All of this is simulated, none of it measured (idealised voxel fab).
The following is a process module called voxel spacer lines.
Displayed cross-section: cut, width of 150 nm, square cells sized 5 nm.
Cross-section layout: square cells on a grid; listed as bands, top to bottom; a band spans one or more cell rows.
A band entry consists of two parts. The first gives the height of the band's top and the height of its bottom, in nm. The rest lists the band's materials from left to right, each with its width in nm. A single material labelled with the word "all across" fills the band from edge to edge, and the word "air" marks empty space.
Measure heights from 0. That's the level where, below it, the as-received wafer is all one material. The lowest band is bottomless and extends downward; write it as in "top 0, no bottom".
Note: "30 to 40" means the width goes from the first number (top row of the band) to the second number (bottom row) in equal steps per row of cells.
The designation "nothing altered", where it is given for a processing step, indicates that no cell of the cross-section was altered in the course of that step.
The entry titled "Fully sealed cavities" provides the empty spaces that have no open way to the top, restricted to those of 8 cells or more. Each is presented as width x height at distance, the distance being measured from the left edge, with all three in nm.
Read whatever lies past the settings on a step's line as the simulator's own remark about the step.
The line of a step may include "overlay nm". On a step with a mask, this value is how far to the right of its planned place the mask lay. A negative value means the mask lay to the left.

# Planned process steps
| 1 | RECEIVE (material Si) |
| 2 | CONFORMAL_DEP (material Al2O3; thk nm 10) |
| 3 | DIRECTIONAL_DEP (material TiN; thk nm 15) |
| 4 | DIRECTIONAL_DEP (material polySi; thk nm 30) |
| 5 | PATTERN (tone cover; mask id MANDREL; material resist; width nm 20; pitch nm 60; thk nm 40; overlay nm 0) |
| 6 | DIRECTIONAL_ETCH (etch materials polySi; depth nm 30) |
| 7 | STRIP (etch materials resist) |
| 8 | CONFORMAL_DEP (material SiN; thk nm 10) |
| 9 | DIRECTIONAL_ETCH (etch materials SiN; depth nm 10) |
| 10 | STRIP (etch materials polySi) |
| 11 | DIRECTIONAL_ETCH (etch materials TiN; depth nm 15) |
| 12 | STRIP (etch materials SiN) |
| 13 | FILL_DEP (material lowk; thk nm 10) |
| 14 | CMP (height nm 15) |
For this document, wafers share an identical start and vary in the step 14 height nm; the plan quotes the first wafer's value.

# As-received cross-section, first of several wafers, post step 1
top 0, no bottom = Si all across
Fully sealed cavities: none

# Cross-sectional representation of the first of several wafers at the end of the module, i.e. after its terminal step, step 14
top 15, bottom 10 = 25 lowk, then 10 TiN, then 20 lowk, then 10 TiN, then 20 lowk, then 10 TiN, then 20 lowk, then 10 TiN, then 25 lowk
top 10, bottom 0 = Al2O3 all across
top 0, no bottom = Si all across
Fully sealed cavities: none

# Last wafer, end of module, cross-section
top 35, bottom 25 = lowk all across
top 25, bottom 10 = 25 lowk, then 10 TiN, then 20 lowk, then 10 TiN, then 20 lowk, then 10 TiN, then 20 lowk, then 10 TiN, then 25 lowk
top 10, bottom 0 = Al2O3 all across
top 0, no bottom = Si all across
Fully sealed cavities: none

# The table below has one row for each wafer; a row shows, as of the end of the module, how many cells of each material the wafer has gained, marked (+), or lost, marked (-), since it was received, and then the wafer's closed voids
height nm 15 | +60 Al2O3 | +8 TiN | +22 lowk | Fully sealed cavities: none
height nm 20 | +60 Al2O3 | +16 TiN | +44 lowk | Fully sealed cavities: none
height nm 25 | +60 Al2O3 | +24 TiN | +66 lowk | Fully sealed cavities: none
height nm 30 | +60 Al2O3 | +24 TiN | +96 lowk | Fully sealed cavities: none
height nm 35 | +60 Al2O3 | +24 TiN | +126 lowk | Fully sealed cavities: none
